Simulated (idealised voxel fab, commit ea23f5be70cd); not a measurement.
Documented hereafter: the process module known as voxel wiring stack.
The width of the displayed cross-section, cut, is 275 nm; its cells are square, with a size of 5 nm.
For the purposes of this document, a cross-section shall be understood as a grid of square cells, specified as bands listed in top-to-bottom order, each band consisting of one or more rows of cells.
Band entry format. Leading values: height of top, height of bottom, nm. Remainder: materials in left-to-right order, each with its width in nm. Special words: "edge to edge" on a single material, which then fills the band edge to edge; "blank", empty space.
Heights are expressed relative to 0, this being the level below which the as-received wafer comprises one material exclusively. The lowest band is unbounded in the downward direction and is denoted as in "0 and below".
A width such as "30->40" changes by the same amount from each row of cells to the next, from the band's top row to its bottom row.
"no modifications", as given for a step, is the statement that not any cell of the cross-section underwent a change during that step.
"Enclosed void listing" contains a list of empty spaces, each no smaller than 8 cells and without an open way to the top, written in the form width x height at distance with the distance from the left edge and all three in nm.
That trailing text on a step's line, after the settings, is the simulator's own remark on the step.
Steps that use a mask can have "overlay nm" on their line. It says how far the mask sat to the right of where it was meant to be. Negative means to the left.

### The process steps that were planned are listed below
1. RECEIVE, material Si
2. CONFORMAL_DEP, material SiO2, thk nm 15
3. CONFORMAL_DEP, material SiCN, thk nm 5
4. DIRECTIONAL_DEP, material lowk, thk nm 20
5. MASKED_ETCH, tone open, mask id METAL_1, width nm 30, pitch nm 55, etch materials lowk, depth nm 20, overlay nm -15
6. MASKED_ETCH, tone open, mask id METAL_1, width nm 30, pitch nm 55, etch materials SiCN, depth nm 5, overlay nm 0
7. CONFORMAL_DEP, material TiN, thk nm 5
8. FILL_DEP, material Ru, thk nm 5
9. CMP, height nm 40
10. CONFORMAL_DEP, material SiCN, thk nm 5
11. DIRECTIONAL_DEP, material lowk, thk nm 25
12. DIRECTIONAL_DEP, material aC, thk nm 10
13. PATTERN, tone open, mask id METAL_2, material resist, width nm 30, pitch nm 55, thk nm 25, overlay nm 0
14. DIRECTIONAL_ETCH, etch materials aC, depth nm 10
15. STRIP, etch materials resist
16. DIRECTIONAL_ETCH, etch materials lowk, depth nm 15
17. STRIP, etch materials aC
18. DIRECTIONAL_DEP, material aC, thk nm 15
19. PATTERN, tone open, mask id METAL_2_HOLES, material resist, width nm 15, pitch nm 55, thk nm 30, overlay nm 0
20. DIRECTIONAL_ETCH, etch materials aC, depth nm 15
21. STRIP, etch materials resist
22. DIRECTIONAL_ETCH, etch materials lowk, depth nm 10
23. DIRECTIONAL_ETCH, etch materials SiCN, depth nm 5
24. STRIP, etch materials aC
25. CONFORMAL_DEP, material TiN, thk nm 5
26. FILL_DEP, material Cu, thk nm 10
27. CMP, height nm 70
28. CONFORMAL_DEP, material SiCN, thk nm 5
Where the wafers of this document differ is in the overlay nm of step 5; they start out the same, and the plan states the value that applied to the first wafer.

### As-received state after step 1, first of several wafers, cross-section
0 and below  Si edge to edge
Enclosed void listing: none

### Post step 28, the closing step of the module: first of several wafers, cross-sectioned
75 down to 70  SiCN edge to edge
70 down to 60  lowk 40; TiN 5; Cu 20; TiN 5; lowk 25; TiN 5; Cu 20; TiN 5; lowk 25; TiN 5; Cu 20; TiN 5; lowk 25; TiN 5; Cu 20; TiN 5; lowk 40
60 down to 55  lowk 40; TiN 5; Cu 5; TiN 20; lowk 25; TiN 5; Cu 5; TiN 20; lowk 25; TiN 5; Cu 5; TiN 20; lowk 25; TiN 5; Cu 5; TiN 20; lowk 40
55 down to 45  lowk 40; TiN 5; Cu 5; TiN 5; lowk 40; TiN 5; Cu 5; TiN 5; lowk 40; TiN 5; Cu 5; TiN 5; lowk 40; TiN 5; Cu 5; TiN 5; lowk 55
45 down to 40  SiCN 40; TiN 15; SiCN 40; TiN 15; SiCN 40; TiN 15; SiCN 40; TiN 15; SiCN 55
40 down to 25  lowk 25; TiN 5; Ru 20; TiN 5; lowk 25; TiN 5; Ru 20; TiN 5; lowk 25; TiN 5; Ru 20; TiN 5; lowk 25; TiN 5; Ru 20; TiN 5; lowk 55
25 down to 20  lowk 25; TiN 20; Ru 5; TiN 5; lowk 25; TiN 20; Ru 5; TiN 5; lowk 25; TiN 20; Ru 5; TiN 5; lowk 25; TiN 20; Ru 5; TiN 5; lowk 55
20 down to 15  SiCN 40; TiN 15; SiCN 40; TiN 15; SiCN 40; TiN 15; SiCN 40; TiN 15; SiCN 55
15 down to 0  SiO2 edge to edge
0 and below  Si edge to edge
Enclosed void listing: none

### End of module, last wafer sectioned
75 down to 70  SiCN edge to edge
70 down to 60  lowk 40; TiN 5; Cu 20; TiN 5; lowk 25; TiN 5; Cu 20; TiN 5; lowk 25; TiN 5; Cu 20; TiN 5; lowk 25; TiN 5; Cu 20; TiN 5; lowk 40
60 down to 55  lowk 40; TiN 5; Cu 5; TiN 20; lowk 25; TiN 5; Cu 5; TiN 20; lowk 25; TiN 5; Cu 5; TiN 20; lowk 25; TiN 5; Cu 5; TiN 20; lowk 40
55 down to 45  lowk 40; TiN 5; Cu 5; TiN 5; lowk 40; TiN 5; Cu 5; TiN 5; lowk 40; TiN 5; Cu 5; TiN 5; lowk 40; TiN 5; Cu 5; TiN 5; lowk 55
45 down to 40  SiCN 40; TiN 15; SiCN 40; TiN 15; SiCN 40; TiN 15; SiCN 40; TiN 15; SiCN 55
40 down to 25  lowk 55; TiN 5; Ru 20; TiN 5; lowk 25; TiN 5; Ru 20; TiN 5; lowk 25; TiN 5; Ru 20; TiN 5; lowk 25; TiN 5; Ru 20; TiN 5; lowk 25
25 down to 20  lowk 55; TiN 5; Ru 5; TiN 20; lowk 25; TiN 5; Ru 5; TiN 20; lowk 25; TiN 5; Ru 5; TiN 20; lowk 25; TiN 5; Ru 5; TiN 20; lowk 25
20 down to 15  SiCN 55; TiN 15; SiCN 40; TiN 15; SiCN 40; TiN 15; SiCN 40; TiN 15; SiCN 40
15 down to 0  SiO2 edge to edge
0 and below  Si edge to edge
Enclosed void listing: none

### Below, a row for every wafer. Read it as the end-of-module picture: for each material the wafer shows its cells gained (+) or lost (-) since it was received, and then its closed voids
overlay nm -15; +44 Cu; +52 Ru; +141 SiCN; +165 SiO2; +120 TiN; +303 lowk; Enclosed void listing: none
overlay nm -10; +44 Cu; +56 Ru; +137 SiCN; +165 SiO2; +120 TiN; +303 lowk; Enclosed void listing: none
overlay nm -5; +44 Cu; +60 Ru; +133 SiCN; +165 SiO2; +120 TiN; +303 lowk; Enclosed void listing: none
overlay nm 0; +44 Cu; +64 Ru; +129 SiCN; +165 SiO2; +120 TiN; +303 lowk; Enclosed void listing: none
overlay nm 5; +44 Cu; +60 Ru; +133 SiCN; +165 SiO2; +120 TiN; +303 lowk; Enclosed void listing: none
overlay nm 10; +44 Cu; +56 Ru; +137 SiCN; +165 SiO2; +120 TiN; +303 lowk; Enclosed void listing: none
overlay nm 15; +44 Cu; +52 Ru; +141 SiCN; +165 SiO2; +120 TiN; +303 lowk; Enclosed void listing: none
